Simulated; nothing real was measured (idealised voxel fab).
The process module that follows is named voxel capacitor over wiring.
Cross-section cut spans 250 nm and uses square cells 5 nm in size.
Notation: cross-section as square-cell grid; stated in bands, top first, going down; one or more cell rows per band.
Band entry format. Leading values: height of top, height of bottom, nm. Remainder: materials in left-to-right order, each with its width in nm. Special words: "edge to edge" on a single material, which then fills the band edge to edge; "air", empty space.
Ref level 0: as-received wafer is one material below here. Bottom band extends down with no lower bound ("0 nm and below").
With a width like "30 to 40", each row of cells in the band differs from the next by the same amount, the top row carrying the first number and the bottom row the second.
"remains unaltered" for a step: no cell of the cross-section changed in that step.
Empty spaces without an open route to the top, at least 8 cells in extent, make up the entry "Closed void roster"; each is given as width x height at distance, where the distance is measured from the left edge, and all are in nm.
What comes after the settings on a step's line is commentary from the simulator itself on that step.
A step's line can hold "overlay nm"; with a mask on that step, the setting says how far right of the planned place the mask lay, while a negative setting says it lay to the left.
Here's what the planned process steps look like:
- 1: RECEIVE (material Si)
- 2: CONFORMAL_DEP (material SiO2; thk nm 10)
- 3: CONFORMAL_DEP (material SiCN; thk nm 5)
- 4: DIRECTIONAL_DEP (material lowk; thk nm 20)
- 5: PATTERN (tone open; mask id METAL_1; material resist; width nm 30; pitch nm 100; thk nm 15; overlay nm 0)
- 6: DIRECTIONAL_ETCH (etch materials lowk; depth nm 20)
- 7: DIRECTIONAL_ETCH (etch materials SiCN; depth nm 5)
- 8: STRIP (etch materials resist)
- 9: CONFORMAL_DEP (material TiN; thk nm 5)
- 10: FILL_DEP (material W; thk nm 5)
- 11: CMP (height nm 35)
- 12: CONFORMAL_DEP (material SiCN; thk nm 5)
- 13: DIRECTIONAL_DEP (material lowk; thk nm 10)
- 14: PATTERN (tone open; mask id PLUG_1; material resist; width nm 15; thk nm 20; overlay nm 0)
- 15: DIRECTIONAL_ETCH (etch materials lowk; depth nm 10)
- 16: DIRECTIONAL_ETCH (etch materials SiCN; depth nm 5)
- 17: STRIP (etch materials resist)
- 18: EPI (material Ru; thk nm 10)
- 19: EPI (material Ru; thk nm 5)
- 20: DIRECTIONAL_DEP (material TiN; thk nm 5)
- 21: DIRECTIONAL_DEP (material HfO2; thk nm 5)
- 22: DIRECTIONAL_DEP (material TiN; thk nm 10)
- 23: DIRECTIONAL_DEP (material aC; thk nm 10)
- 24: PATTERN (tone cover; mask id UPPER_PLATE; material resist; width nm 75; thk nm 30; overlay nm 0)
- 25: DIRECTIONAL_ETCH (etch materials aC; depth nm 10)
- 26: STRIP (etch materials resist)
- 27: DIRECTIONAL_ETCH (etch materials TiN; depth nm 10)
- 28: DIRECTIONAL_ETCH (etch materials HfO2; depth nm 5)
- 29: STRIP (etch materials aC)
- 30: DIRECTIONAL_DEP (material aC; thk nm 15)
- 31: PATTERN (tone cover; mask id LOWER_PLATE; material resist; width nm 85; thk nm 30; overlay nm 0)
- 32: DIRECTIONAL_ETCH (etch materials aC; depth nm 15)
- 33: STRIP (etch materials resist)
- 34: DIRECTIONAL_ETCH (etch materials TiN; depth nm 5)
- 35: STRIP (etch materials aC)
- 36: FILL_DEP (material SiO2; thk nm 15)
- 37: CMP (height nm 80)
- 38: DIRECTIONAL_DEP (material aC; thk nm 10)
- 39: PATTERN (tone open; mask id PLUG_2; material resist; width nm 15; thk nm 25; overlay nm 0)
- 40: DIRECTIONAL_ETCH (etch materials aC; depth nm 10)
- 41: STRIP (etch materials resist)
- 42: DIRECTIONAL_ETCH (etch materials SiO2; depth nm 10)
- 43: STRIP (etch materials aC)
- 44: CONFORMAL_DEP (material TiN; thk nm 5)
- 45: FILL_DEP (material W; thk nm 5)
- 46: CMP (height nm 80)
- 47: CONFORMAL_DEP (material SiCN; thk nm 5)
This is the cross-section of the wafer as we received it, i.e. after step 1:
    0 nm and below  Si edge to edge
    Closed void roster: none
The first of the two wafers as seen in cross-section once the module was finished; processing followed the plan:
    85 nm to 80 nm  SiCN edge to edge
    80 nm to 75 nm  SiO2: 85, then TiN: 5, then W: 5, then TiN: 5, then SiO2: 150
    75 nm to 70 nm  SiO2: 85, then TiN: 15, then SiO2: 150
    70 nm to 60 nm  SiO2: 75, then TiN: 75, then SiO2: 100
    60 nm to 55 nm  SiO2: 75, then HfO2: 75, then SiO2: 100
    55 nm to 50 nm  SiO2: 70, then TiN: 85, then SiO2: 95
    50 nm to 40 nm  lowk: 75, then Ru: 15, then lowk: 160
    40 nm to 35 nm  SiCN: 75, then Ru: 15, then SiCN: 160
    35 nm to 15 nm  lowk: 60, then TiN: 5, then W: 20, then TiN: 5, then lowk: 70, then TiN: 5, then W: 20, then TiN: 5, then lowk: 60
    15 nm to 10 nm  SiCN: 60, then TiN: 30, then SiCN: 70, then TiN: 30, then SiCN: 60
    10 nm to 0 nm  SiO2 edge to edge
    0 nm and below  Si edge to edge
    Closed void roster: none
What the second wafer looks like in cross-section once the module is done. Its start and its plan matched the first wafer's exactly; what differed was one mistake in how it was run:
    85 nm to 80 nm  SiCN edge to edge
    80 nm to 75 nm  SiO2: 85, then TiN: 5, then W: 5, then TiN: 5, then SiO2: 150
    75 nm to 70 nm  SiO2: 85, then TiN: 15, then SiO2: 150
    70 nm to 60 nm  SiO2: 75, then TiN: 75, then SiO2: 100
    60 nm to 55 nm  SiO2: 75, then HfO2: 75, then SiO2: 100
    55 nm to 50 nm  SiO2: 70, then TiN: 85, then SiO2: 95
    50 nm to 40 nm  lowk: 75, then Ru: 15, then lowk: 160
    40 nm to 35 nm  SiCN: 75, then Ru: 15, then SiCN: 160
    35 nm to 30 nm  SiCN: 60, then TiN: 30, then SiCN: 70, then TiN: 30, then SiCN: 60
    30 nm to 10 nm  lowk edge to edge
    10 nm to 0 nm  SiO2 edge to edge
    0 nm and below  Si edge to edge
    Closed void roster: none
It is concluded that the wafer was processed incorrectly with respect to the plan, in that ran 3 and 4 in swapped order versus the plan
Upon completion, the second wafer contains, in terms of cells, a greater or smaller amount of certain materials than the first wafer: 16 fewer of TiN, 32 fewer of W, 48 more of lowk
